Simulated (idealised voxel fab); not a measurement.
The following process module bears the name voxel tone inversion.
Section shown: cut. Width: 295 nm. Cell size: 5 nm, square.
A cross-section in this document is a grid of square cells, and it is written down as bands, the top band listed before the ones below it; a band is made up of one or more rows of cells.
Look at the band entry: it leads with the top's height and the bottom's height in nm. Then it lists the materials left to right, with a width in nm for each. The word "all across" on a single material says that material fills the band edge to edge. The word "empty" is empty space.
Convention: height 0 is the level below which the wafer, as received, is all one material. The lowest band does not terminate at the bottom but continues downward, represented as "0 nm and below".
Top row gets the first number, bottom row gets the second, and each row in between changes by the same step: that is how a band width like "30 to 40" works.
It should be understood that the words "all unchanged", when stated for a given step, signify that the cross-section underwent no change in any of its cells during that step.
Empty spaces counting at least 8 cells and having no open way to the top are listed in "Voids, fully enclosed". The notation width x height at distance is used for each, the distance being from the left edge and all three values in nm.
Past the settings on a step's line: simulator remark, on that step.
overlay nm: mask right of planned place by this much (step with mask). Neg. = left.
Process steps foreseen in the plan:
1,RECEIVE [material Si]
2,CONFORMAL_DEP [material SiN] [thk nm 10]
3,DIRECTIONAL_DEP [material polySi] [thk nm 20]
4,PATTERN [tone cover] [mask id POSTS] [material resist] [width nm 20] [pitch nm 50] [thk nm 30] [overlay nm 0]
5,DIRECTIONAL_ETCH [etch materials polySi] [depth nm 20]
6,STRIP [etch materials resist]
7,FILL_DEP [material lowk] [thk nm 10]
8,CMP [height nm 30]
9,STRIP [etch materials polySi]
10,CONFORMAL_DEP [material TiN] [thk nm 5]
11,FILL_DEP [material Ru] [thk nm 5]
12,CMP [height nm 30]
13,CONFORMAL_DEP [material SiCN] [thk nm 5]
As received (post step 1): cross-section:
> 0 nm and below: Si all across
> Voids, fully enclosed: none
Starting wafer: above. Plan: above. Run: one mistake. Cross-section after the module: below:
> 35 nm to 30 nm: SiCN all across
> 30 nm to 15 nm: lowk=105, then TiN=5, then Ru=20, then TiN=5, then lowk=20, then TiN=5, then Ru=20, then TiN=5, then lowk=110
> 15 nm to 10 nm: lowk=105, then TiN=30, then lowk=20, then TiN=30, then lowk=110
> 10 nm to 0 nm: SiN all across
> 0 nm and below: Si all across
> Voids, fully enclosed: none
Misprocessing identified: step 4 ran differently from the plan; actual operation with settings: PATTERN [tone cover] [mask id POSTS] [material resist] [width nm 30] [pitch nm 50] [thk nm 30] [overlay nm 0]
